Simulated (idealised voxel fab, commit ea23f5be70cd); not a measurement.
Name of the process module below: voxel tone inversion
In the cross-section labelled cut, the width is 275 nm and each square cell is 5 nm.
This document writes a cross-section as a grid whose cells are square, and gives it as bands, listed from the top down; one or more rows of cells form a band.
The band entry comprises the height of the band's top followed by the height of its bottom, expressed in nm, and subsequently the band's materials from left to right, each stated together with its width in nm. Where a single material is marked with the word "throughout", that material fills the band from edge to edge. The word "air" represents empty space.
Height datum 0, below which the as-received substrate wafer is one material. Lowest band open at the bottom, running downward: "from 0 down".
A two-number width, for instance "30->40", indicates that the width is equal to the first number in the top row of the band and to the second number in the bottom row, and that it changes by a constant amount per row of cells.
Step note "stayed the same" = no cross-section cell changed.
Listed in "Listed closed voids": every empty space of 8 or more cells without an open way to the top. Form: width x height at distance, the distance being from the left edge, all in nm.
Anything after a step's settings on that line? It's the simulator's own note about the step.
"overlay nm" on a masked step: distance the mask lay right of its planned place, negative for left.

The planned process steps are enumerated hereunder
1) RECEIVE (material Si)
2) CONFORMAL_DEP (material SiN; thk nm 10)
3) DIRECTIONAL_DEP (material polySi; thk nm 20)
4) PATTERN (tone cover; mask id POSTS; material resist; width nm 25; pitch nm 40; thk nm 30; overlay nm 0)
5) DIRECTIONAL_ETCH (etch materials polySi; depth nm 20)
6) STRIP (etch materials resist)
7) FILL_DEP (material lowk; thk nm 5)
8) CMP (height nm 30)
9) STRIP (etch materials polySi)
10) CONFORMAL_DEP (material TiN; thk nm 5)
11) FILL_DEP (material Ru; thk nm 10)
12) CMP (height nm 30)
13) CONFORMAL_DEP (material SiN; thk nm 5)

As-received state of the wafer in cross-section, equivalent to post-step 1
	from 0 down  Si throughout
	Listed closed voids: none

Here's the cross-section of the first of our two wafers at the end of the module - it ran as planned
	from 35 to 30  SiN throughout
	from 30 to 15  lowk: 65 | TiN: 5 | Ru: 15 | TiN: 5 | lowk: 15 | TiN: 5 | Ru: 15 | TiN: 5 | lowk: 15 | TiN: 5 | Ru: 15 | TiN: 5 | lowk: 15 | TiN: 5 | Ru: 15 | TiN: 5 | lowk: 65
	from 15 to 10  lowk: 65 | TiN: 25 | lowk: 15 | TiN: 25 | lowk: 15 | TiN: 25 | lowk: 15 | TiN: 25 | lowk: 65
	from 10 to 0  SiN throughout
	from 0 down  Si throughout
	Listed closed voids: none

Cross-sectional view: second of two wafers, end of module; start and plan identical to the first, one mistake in running
	from 30 to 25  SiN throughout
	from 25 to 15  lowk: 65 | TiN: 5 | Ru: 15 | TiN: 5 | lowk: 15 | TiN: 5 | Ru: 15 | TiN: 5 | lowk: 15 | TiN: 5 | Ru: 15 | TiN: 5 | lowk: 15 | TiN: 5 | Ru: 15 | TiN: 5 | lowk: 65
	from 15 to 10  lowk: 65 | TiN: 25 | lowk: 15 | TiN: 25 | lowk: 15 | TiN: 25 | lowk: 15 | TiN: 25 | lowk: 65
	from 10 to 0  SiN throughout
	from 0 down  Si throughout
	Listed closed voids: none
Which mistake was made when the wafer was run? so step 12 ended up running with a different setting than we planned, it ran as CMP (height nm 25)
Wrapping up, a cell-based count of both wafers puts the second over or under the first for these materials: Ru: 12 fewer, TiN: 8 fewer, lowk: 35 fewer
